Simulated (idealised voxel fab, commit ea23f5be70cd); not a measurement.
Name of the process module below: voxel wiring stack
We display cut, a cross-section 220 nm in width whose square cells are each 5 nm.
The cross-sections in this document take the form of a grid made of square cells. They are written out as bands, in order from top to bottom. Each band consists of one or more rows of cells. Look at the band entry: it leads with the top's height and the bottom's height in nm. Then it lists the materials left to right, with a width in nm for each. The word "throughout" on a single material says that material fills the band edge to edge. The word "blank" is empty space. Beneath 0, the wafer as received is one material, and that level is where height counting begins. The lowest band goes on downward without a bottom; it is written like "top 0, no bottom". With a width like "30->40", each row of cells in the band differs from the next by the same amount, the top row carrying the first number and the bottom row the second. Any step labelled "no change occurred" changed none of the cells in the cross-section. What "Encapsulated voids" gives you is every empty space of 8 cells or more that is cut off from the top. Each appears as width x height at distance, with the distance taken from the left edge and width, height and distance all in nm. Note: text after step settings on the step line = simulator remark on that step. For masked steps, "overlay nm" on the step line gives how far right of plan the mask actually lay; a minus sign means it lay to the left.

**plan**
step 1: RECEIVE with material Si
step 2: CONFORMAL_DEP with material SiO2, thk nm 10
step 3: DIRECTIONAL_DEP with material TiN, thk nm 5
step 4: DIRECTIONAL_DEP with material Ru, thk nm 20
step 5: DIRECTIONAL_DEP with material aC, thk nm 10
step 6: PATTERN with tone cover, mask id METAL_1, material resist, width nm 30, pitch nm 45, thk nm 30, overlay nm 0
step 7: DIRECTIONAL_ETCH with etch materials aC, depth nm 10
step 8: STRIP with etch materials resist
step 9: DIRECTIONAL_ETCH with etch materials Ru, depth nm 20
step 10: DIRECTIONAL_ETCH with etch materials TiN, depth nm 5
step 11: STRIP with etch materials aC
step 12: CONFORMAL_DEP with material SiCN, thk nm 5
step 13: FILL_DEP with material SiO2, thk nm 5
step 14: CMP with height nm 35
step 15: CONFORMAL_DEP with material SiCN, thk nm 5
step 16: DIRECTIONAL_DEP with material lowk, thk nm 30
step 17: DIRECTIONAL_DEP with material aC, thk nm 10
step 18: PATTERN with tone open, mask id METAL_2_HOLES, material resist, width nm 15, thk nm 25, overlay nm 0
step 19: DIRECTIONAL_ETCH with etch materials aC, depth nm 10
step 20: STRIP with etch materials resist
step 21: DIRECTIONAL_ETCH with etch materials lowk, depth nm 30
step 22: STRIP with etch materials aC
step 23: MASKED_ETCH with tone open, mask id METAL_2, width nm 30, pitch nm 45, etch materials lowk, depth nm 15, overlay nm 0
step 24: MASKED_ETCH with tone open, mask id METAL_2, width nm 30, pitch nm 45, etch materials SiCN, depth nm 5, overlay nm 0
step 25: CONFORMAL_DEP with material TiN, thk nm 5
step 26: FILL_DEP with material Ru, thk nm 10
step 27: CMP with height nm 70
step 28: CONFORMAL_DEP with material SiCN, thk nm 5
step 29: DIRECTIONAL_DEP with material lowk, thk nm 10
step 30: PATTERN with tone open, mask id PLUG_2, material resist, width nm 15, thk nm 20, overlay nm 0
step 31: DIRECTIONAL_ETCH with etch materials lowk, depth nm 10
step 32: DIRECTIONAL_ETCH with etch materials SiCN, depth nm 5
step 33: STRIP with etch materials resist
step 34: CONFORMAL_DEP with material TiN, thk nm 5
step 35: FILL_DEP with material W, thk nm 5
step 36: CMP with height nm 85
step 37: CONFORMAL_DEP with material SiCN, thk nm 5
step 38: DIRECTIONAL_DEP with material SiO2, thk nm 15
step 39: PATTERN with tone open, mask id METAL_3, material resist, width nm 30, pitch nm 45, thk nm 15, overlay nm 0
step 40: DIRECTIONAL_ETCH with etch materials SiO2, depth nm 15
step 41: DIRECTIONAL_ETCH with etch materials SiCN, depth nm 5
step 42: STRIP with etch materials resist
step 43: CONFORMAL_DEP with material TiN, thk nm 5
step 44: FILL_DEP with material Ru, thk nm 5
step 45: CMP with height nm 105
step 46: EPI with material Ru, thk nm 5
step 47: FILL_DEP with material SiCN, thk nm 5

**This is the cross-section of the wafer as we received it, i.e. after step 1**
* top 0, no bottom | Si throughout
* Encapsulated voids: none

**Cross-sectional result after module completion. Note: starting condition and plan are unchanged from above; one processing mistake was made**
* top 115, bottom 110 | SiCN throughout
* top 110, bottom 105 | SiCN: 65 / Ru: 40 / SiCN: 5 / Ru: 40 / SiCN: 70
* top 105, bottom 90 | SiO2: 70 / TiN: 5 / Ru: 20 / TiN: 5 / SiO2: 15 / TiN: 5 / Ru: 20 / TiN: 5 / SiO2: 75
* top 90, bottom 85 | SiCN: 70 / TiN: 30 / SiCN: 15 / TiN: 30 / SiCN: 75
* top 85, bottom 75 | lowk: 70 / TiN: 5 / W: 5 / TiN: 5 / lowk: 135
* top 75, bottom 70 | SiCN: 70 / TiN: 15 / SiCN: 135
* top 70, bottom 60 | lowk: 70 / TiN: 5 / SiCN: 20 / TiN: 5 / lowk: 15 / TiN: 5 / SiCN: 20 / TiN: 5 / lowk: 75
* top 60, bottom 55 | lowk: 70 / TiN: 5 / SiCN: 5 / TiN: 20 / lowk: 15 / TiN: 30 / lowk: 75
* top 55, bottom 40 | lowk: 70 / TiN: 5 / SiCN: 5 / TiN: 5 / lowk: 135
* top 40, bottom 35 | SiCN: 70 / TiN: 15 / SiCN: 135
* top 35, bottom 15 | SiO2: 65 / SiCN: 5 / Ru: 30 / SiCN: 5 / SiO2: 5 / SiCN: 5 / Ru: 30 / SiCN: 5 / SiO2: 70
* top 15, bottom 10 | SiCN: 70 / TiN: 30 / SiCN: 15 / TiN: 30 / SiCN: 75
* top 10, bottom 0 | SiO2 throughout
* top 0, no bottom | Si throughout
* Encapsulated voids: none
Deviation noted in wafer processing: step 26 was processed under conditions differing from the plan, specifically as FILL_DEP with material SiCN, thk nm 10
